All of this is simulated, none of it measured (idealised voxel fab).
process module | voxel spacer lines
cross-section cut | 230 nm wide | cells 5 nm
A cross-section is a grid of square cells, given in bands from the top down. A band is one or more rows of cells.
Each band's line starts with the height of the band's top and of its bottom, in nm. Then come its materials from left to right, each with its width in nm. One material with "throughout" fills the band from edge to edge. "air" is empty space.
Height 0 is the level under which the wafer as received is all one material. The lowest band goes on downwards, as in "0 down".
A width such as "30 to 40" changes by the same amount from each row of cells to the next, from the band's top row to its bottom row.
"no change" after a step means that no cell of the cross-section changed.
closed voids: empty space of 8 cells or more with no open way to the top, each as width x height at its distance from the left edge, in nm
after a step's settings: what the simulator itself notes on the step
overlay nm, on a step with a mask: how far to the right of its planned place the mask lay; to the left if negative
plan
1 op RECEIVE | material Si
2 op CONFORMAL_DEP | material Al2O3 | thk nm 5
3 op DIRECTIONAL_DEP | material SiN | thk nm 15
4 op DIRECTIONAL_DEP | material aC | thk nm 25
5 op PATTERN | tone cover | mask id MANDREL | material resist | width nm 25 | pitch nm 80 | thk nm 30 | overlay nm 0
6 op DIRECTIONAL_ETCH | etch materials aC | depth nm 25
7 op STRIP | etch materials resist
8 op CONFORMAL_DEP | material SiO2 | thk nm 15
9 op DIRECTIONAL_ETCH | etch materials SiO2 | depth nm 15
10 op STRIP | etch materials aC
11 op DIRECTIONAL_ETCH | etch materials SiN | depth nm 15
12 op STRIP | etch materials SiO2
first wafer, as planned
as received, after step 1
  0 down: Si throughout
  closed voids: none
after step 2
  5 to 0: Al2O3 throughout
  below 0: unchanged
after step 3
  20 to 5: SiN throughout
  below 5: unchanged
after step 4
  45 to 20: aC throughout
  below 20: unchanged
after step 5
  75 to 45: air 60 | resist 25 | air 55 | resist 25 | air 65
  below 45: unchanged
after step 6
  50 to 45: air 60 | resist 25 | air 55 | resist 25 | air 65
  45 to 20: air 60 | aC 25 | air 55 | aC 25 | air 65
  below 20: unchanged
after step 7
  45 to 20: air 60 | aC 25 | air 55 | aC 25 | air 65
  below 20: unchanged
after step 8
  60 to 45: air 45 | SiO2 55 | air 25 | SiO2 55 | air 50
  45 to 35: air 45 | SiO2 15 | aC 25 | SiO2 15 | air 25 | SiO2 15 | aC 25 | SiO2 15 | air 50
  35 to 20: SiO2 60 | aC 25 | SiO2 55 | aC 25 | SiO2 65
  below 20: unchanged
after step 9
  45 to 20: air 45 | SiO2 15 | aC 25 | SiO2 15 | air 25 | SiO2 15 | aC 25 | SiO2 15 | air 50
  below 20: unchanged
after step 10
  45 to 20: air 45 | SiO2 15 | air 25 | SiO2 15 | air 25 | SiO2 15 | air 25 | SiO2 15 | air 50
  below 20: unchanged
after step 11
  45 to 20: air 45 | SiO2 15 | air 25 | SiO2 15 | air 25 | SiO2 15 | air 25 | SiO2 15 | air 50
  20 to 5: air 45 | SiN 15 | air 25 | SiN 15 | air 25 | SiN 15 | air 25 | SiN 15 | air 50
  below 5: unchanged
after step 12
  20 to 5: air 45 | SiN 15 | air 25 | SiN 15 | air 25 | SiN 15 | air 25 | SiN 15 | air 50
  below 5: unchanged
second wafer: like start, like plan, one mistake. Through step 1 it matches the first wafer
when step 2 should have ended: no change
when step 3 should have ended
  15 to 0: SiN throughout
  below 0: unchanged
when step 4 should have ended
  40 to 15: aC throughout
  below 15: unchanged
when step 5 should have ended
  70 to 40: air 60 | resist 25 | air 55 | resist 25 | air 65
  below 40: unchanged
when step 6 should have ended
  45 to 40: air 60 | resist 25 | air 55 | resist 25 | air 65
  40 to 15: air 60 | aC 25 | air 55 | aC 25 | air 65
  below 15: unchanged
when step 7 should have ended
  40 to 15: air 60 | aC 25 | air 55 | aC 25 | air 65
  below 15: unchanged
when step 8 should have ended
  55 to 40: air 45 | SiO2 55 | air 25 | SiO2 55 | air 50
  40 to 30: air 45 | SiO2 15 | aC 25 | SiO2 15 | air 25 | SiO2 15 | aC 25 | SiO2 15 | air 50
  30 to 15: SiO2 60 | aC 25 | SiO2 55 | aC 25 | SiO2 65
  below 15: unchanged
when step 9 should have ended
  40 to 15: air 45 | SiO2 15 | aC 25 | SiO2 15 | air 25 | SiO2 15 | aC 25 | SiO2 15 | air 50
  below 15: unchanged
when step 10 should have ended
  40 to 15: air 45 | SiO2 15 | air 25 | SiO2 15 | air 25 | SiO2 15 | air 25 | SiO2 15 | air 50
  below 15: unchanged
when step 11 should have ended
  40 to 15: air 45 | SiO2 15 | air 25 | SiO2 15 | air 25 | SiO2 15 | air 25 | SiO2 15 | air 50
  15 to 0: air 45 | SiN 15 | air 25 | SiN 15 | air 25 | SiN 15 | air 25 | SiN 15 | air 50
  below 0: unchanged
when step 12 should have ended
  15 to 0: air 45 | SiN 15 | air 25 | SiN 15 | air 25 | SiN 15 | air 25 | SiN 15 | air 50
  below 0: unchanged
what went wrong: step 2 was left out
at the end the second wafer has, in cells: 46 fewer of Al2O3
